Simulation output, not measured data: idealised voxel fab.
Title: Process Module voxel double patterning
cross-section cut | 260 nm wide | cells 5 nm
When this document writes out a cross-section, it uses a grid of square cells and lists it as bands, beginning at the top and moving down, with a band standing for one or more rows of cells.
Quick guide to a band line: top height, bottom height (nm) up front; then every material left to right with its width in nm. Only one material and it's marked "edge to edge"? Then it fills the band edge to edge. And "empty" just means empty space.
For the purposes of this specification, 0 denotes the height below which the wafer in its as-received condition is composed wholly of one material, and the lowermost band, lacking a lower limit, extends downward without end, as expressed in "0 nm and below".
It should be noted that a width expressed as "30..40" varies in equal increments from row to row of cells within the band, taking the value of the first number at the top row and that of the second number at the bottom row.
Where the words "no alterations made" appear for a step, the cross-section shows no cell changed by that step; every cell remained as before.
"Sealed voids": sealed empty spaces, 8 cells or more, no open way to top, listed width x height at distance, with distance from the left edge and width, height and distance in nm.
On each step's line, the part that comes after the settings is the simulator's own comment on the step.
You can add "overlay nm" to a step's line. For a step with a mask, it describes how far the mask lay to the right of its planned position, and a negative number describes a lay to the left.
# Planned step list for the process
step 1: RECEIVE with material Si
step 2: CONFORMAL_DEP with material SiN, thk nm 5
step 3: DIRECTIONAL_DEP with material SiO2, thk nm 15
step 4: DIRECTIONAL_DEP with material SiCN, thk nm 10
step 5: MASKED_ETCH with tone open, mask id FIRST, width nm 15, pitch nm 50, etch materials SiCN, depth nm 10, overlay nm 0
step 6: DIRECTIONAL_DEP with material aC, thk nm 15
step 7: PATTERN with tone open, mask id SECOND, material resist, width nm 15, pitch nm 50, thk nm 35, overlay nm 0
step 8: DIRECTIONAL_ETCH with etch materials aC, depth nm 15
step 9: STRIP with etch materials resist
step 10: DIRECTIONAL_ETCH with etch materials SiCN, depth nm 10
step 11: STRIP with etch materials aC
step 12: DIRECTIONAL_ETCH with etch materials SiO2, depth nm 15
step 13: STRIP with etch materials SiCN
# first wafer, as planned
# Cross-section of the incoming wafer, state after step 1
- 0 nm and below: Si edge to edge
- Sealed voids: none
# State of the wafer after step 2, shown in cross-section
- 5 nm to 0 nm: SiN edge to edge
- No changes below 0.
# State of the wafer after step 3, shown in cross-section
- 20 nm to 5 nm: SiO2 edge to edge
- No changes below 5.
# State of the wafer after step 4, shown in cross-section
- 30 nm to 20 nm: SiCN edge to edge
- No changes below 20.
# State of the wafer after step 5, shown in cross-section
- 30 nm to 20 nm: 70 nm SiCN; 15 nm empty; 35 nm SiCN; 15 nm empty; 35 nm SiCN; 15 nm empty; 75 nm SiCN
- No changes below 20.
# State of the wafer after step 6, shown in cross-section
- 45 nm to 35 nm: 70 nm aC; 15 nm empty; 35 nm aC; 15 nm empty; 35 nm aC; 15 nm empty; 75 nm aC
- 35 nm to 30 nm: aC edge to edge
- 30 nm to 20 nm: 70 nm SiCN; 15 nm aC; 35 nm SiCN; 15 nm aC; 35 nm SiCN; 15 nm aC; 75 nm SiCN
- No changes below 20.
# State of the wafer after step 7, shown in cross-section
- 80 nm to 45 nm: 95 nm resist; 15 nm empty; 35 nm resist; 15 nm empty; 100 nm resist
- 45 nm to 35 nm: 70 nm aC; 15 nm resist; 35 nm aC; 15 nm resist; 35 nm aC; 15 nm resist; 75 nm aC
- No changes below 35.
# State of the wafer after step 8, shown in cross-section
- 65 nm to 45 nm: 95 nm resist; 15 nm empty; 35 nm resist; 15 nm empty; 100 nm resist
- 45 nm to 35 nm: 70 nm aC; 15 nm resist; 10 nm aC; 15 nm empty; 10 nm aC; 15 nm resist; 10 nm aC; 15 nm empty; 10 nm aC; 15 nm resist; 75 nm aC
- 35 nm to 30 nm: 95 nm aC; 15 nm empty; 35 nm aC; 15 nm empty; 100 nm aC
- No changes below 30.
# State of the wafer after step 9, shown in cross-section
- 45 nm to 35 nm: 70 nm aC; 15 nm empty; 10 nm aC; 15 nm empty; 10 nm aC; 15 nm empty; 10 nm aC; 15 nm empty; 10 nm aC; 15 nm empty; 75 nm aC
- No changes below 35.
# State of the wafer after step 10, shown in cross-section
- 45 nm to 35 nm: 70 nm aC; 15 nm empty; 10 nm aC; 15 nm empty; 10 nm aC; 15 nm empty; 10 nm aC; 15 nm empty; 10 nm aC; 15 nm empty; 75 nm aC
- 35 nm to 30 nm: 95 nm aC; 15 nm empty; 35 nm aC; 15 nm empty; 100 nm aC
- 30 nm to 20 nm: 70 nm SiCN; 15 nm aC; 10 nm SiCN; 15 nm empty; 10 nm SiCN; 15 nm aC; 10 nm SiCN; 15 nm empty; 10 nm SiCN; 15 nm aC; 75 nm SiCN
- No changes below 20.
# State of the wafer after step 11, shown in cross-section
- 30 nm to 20 nm: 70 nm SiCN; 15 nm empty; 10 nm SiCN; 15 nm empty; 10 nm SiCN; 15 nm empty; 10 nm SiCN; 15 nm empty; 10 nm SiCN; 15 nm empty; 75 nm SiCN
- No changes below 20.
# State of the wafer after step 12, shown in cross-section
- 30 nm to 20 nm: 70 nm SiCN; 15 nm empty; 10 nm SiCN; 15 nm empty; 10 nm SiCN; 15 nm empty; 10 nm SiCN; 15 nm empty; 10 nm SiCN; 15 nm empty; 75 nm SiCN
- 20 nm to 5 nm: 70 nm SiO2; 15 nm empty; 10 nm SiO2; 15 nm empty; 10 nm SiO2; 15 nm empty; 10 nm SiO2; 15 nm empty; 10 nm SiO2; 15 nm empty; 75 nm SiO2
- No changes below 5.
# State of the wafer after step 13, shown in cross-section
- 20 nm to 5 nm: 70 nm SiO2; 15 nm empty; 10 nm SiO2; 15 nm empty; 10 nm SiO2; 15 nm empty; 10 nm SiO2; 15 nm empty; 10 nm SiO2; 15 nm empty; 75 nm SiO2
- No changes below 5.
# It is to be noted that the second wafer proceeded from the same initial state and according to the same plan as the first, although one mistake was committed in its execution; through step 2, inclusive, the two wafers share an identical history
# Cross-section: second wafer, time at which step 3 was scheduled to end
- 35 nm to 5 nm: SiO2 edge to edge
- No changes below 5.
# Cross-section: second wafer, time at which step 4 was scheduled to end
- 45 nm to 35 nm: SiCN edge to edge
- No changes below 35.
# Cross-section: second wafer, time at which step 5 was scheduled to end
- 45 nm to 35 nm: 70 nm SiCN; 15 nm empty; 35 nm SiCN; 15 nm empty; 35 nm SiCN; 15 nm empty; 75 nm SiCN
- No changes below 35.
# Cross-section: second wafer, time at which step 6 was scheduled to end
- 60 nm to 50 nm: 70 nm aC; 15 nm empty; 35 nm aC; 15 nm empty; 35 nm aC; 15 nm empty; 75 nm aC
- 50 nm to 45 nm: aC edge to edge
- 45 nm to 35 nm: 70 nm SiCN; 15 nm aC; 35 nm SiCN; 15 nm aC; 35 nm SiCN; 15 nm aC; 75 nm SiCN
- No changes below 35.
# Cross-section: second wafer, time at which step 7 was scheduled to end
- 95 nm to 60 nm: 95 nm resist; 15 nm empty; 35 nm resist; 15 nm empty; 100 nm resist
- 60 nm to 50 nm: 70 nm aC; 15 nm resist; 35 nm aC; 15 nm resist; 35 nm aC; 15 nm resist; 75 nm aC
- No changes below 50.
# Cross-section: second wafer, time at which step 8 was scheduled to end
- 80 nm to 60 nm: 95 nm resist; 15 nm empty; 35 nm resist; 15 nm empty; 100 nm resist
- 60 nm to 50 nm: 70 nm aC; 15 nm resist; 10 nm aC; 15 nm empty; 10 nm aC; 15 nm resist; 10 nm aC; 15 nm empty; 10 nm aC; 15 nm resist; 75 nm aC
- 50 nm to 45 nm: 95 nm aC; 15 nm empty; 35 nm aC; 15 nm empty; 100 nm aC
- No changes below 45.
# Cross-section: second wafer, time at which step 9 was scheduled to end
- 60 nm to 50 nm: 70 nm aC; 15 nm empty; 10 nm aC; 15 nm empty; 10 nm aC; 15 nm empty; 10 nm aC; 15 nm empty; 10 nm aC; 15 nm empty; 75 nm aC
- No changes below 50.
# Cross-section: second wafer, time at which step 10 was scheduled to end
- 60 nm to 50 nm: 70 nm aC; 15 nm empty; 10 nm aC; 15 nm empty; 10 nm aC; 15 nm empty; 10 nm aC; 15 nm empty; 10 nm aC; 15 nm empty; 75 nm aC
- 50 nm to 45 nm: 95 nm aC; 15 nm empty; 35 nm aC; 15 nm empty; 100 nm aC
- 45 nm to 35 nm: 70 nm SiCN; 15 nm aC; 10 nm SiCN; 15 nm empty; 10 nm SiCN; 15 nm aC; 10 nm SiCN; 15 nm empty; 10 nm SiCN; 15 nm aC; 75 nm SiCN
- No changes below 35.
# Cross-section: second wafer, time at which step 11 was scheduled to end
- 45 nm to 35 nm: 70 nm SiCN; 15 nm empty; 10 nm SiCN; 15 nm empty; 10 nm SiCN; 15 nm empty; 10 nm SiCN; 15 nm empty; 10 nm SiCN; 15 nm empty; 75 nm SiCN
- No changes below 35.
# Cross-section: second wafer, time at which step 12 was scheduled to end
- 45 nm to 35 nm: 70 nm SiCN; 15 nm empty; 10 nm SiCN; 15 nm empty; 10 nm SiCN; 15 nm empty; 10 nm SiCN; 15 nm empty; 10 nm SiCN; 15 nm empty; 75 nm SiCN
- 35 nm to 20 nm: 70 nm SiO2; 15 nm empty; 10 nm SiO2; 15 nm empty; 10 nm SiO2; 15 nm empty; 10 nm SiO2; 15 nm empty; 10 nm SiO2; 15 nm empty; 75 nm SiO2
- No changes below 20.
# Cross-section: second wafer, time at which step 13 was scheduled to end
- 35 nm to 20 nm: 70 nm SiO2; 15 nm empty; 10 nm SiO2; 15 nm empty; 10 nm SiO2; 15 nm empty; 10 nm SiO2; 15 nm empty; 10 nm SiO2; 15 nm empty; 75 nm SiO2
- No changes below 20.
Against the plan, the run slipped here: plan step 3 was twice executed
Heads up, by the end the second wafer has more or fewer cells of some materials compared to the first: 156 more of SiO2
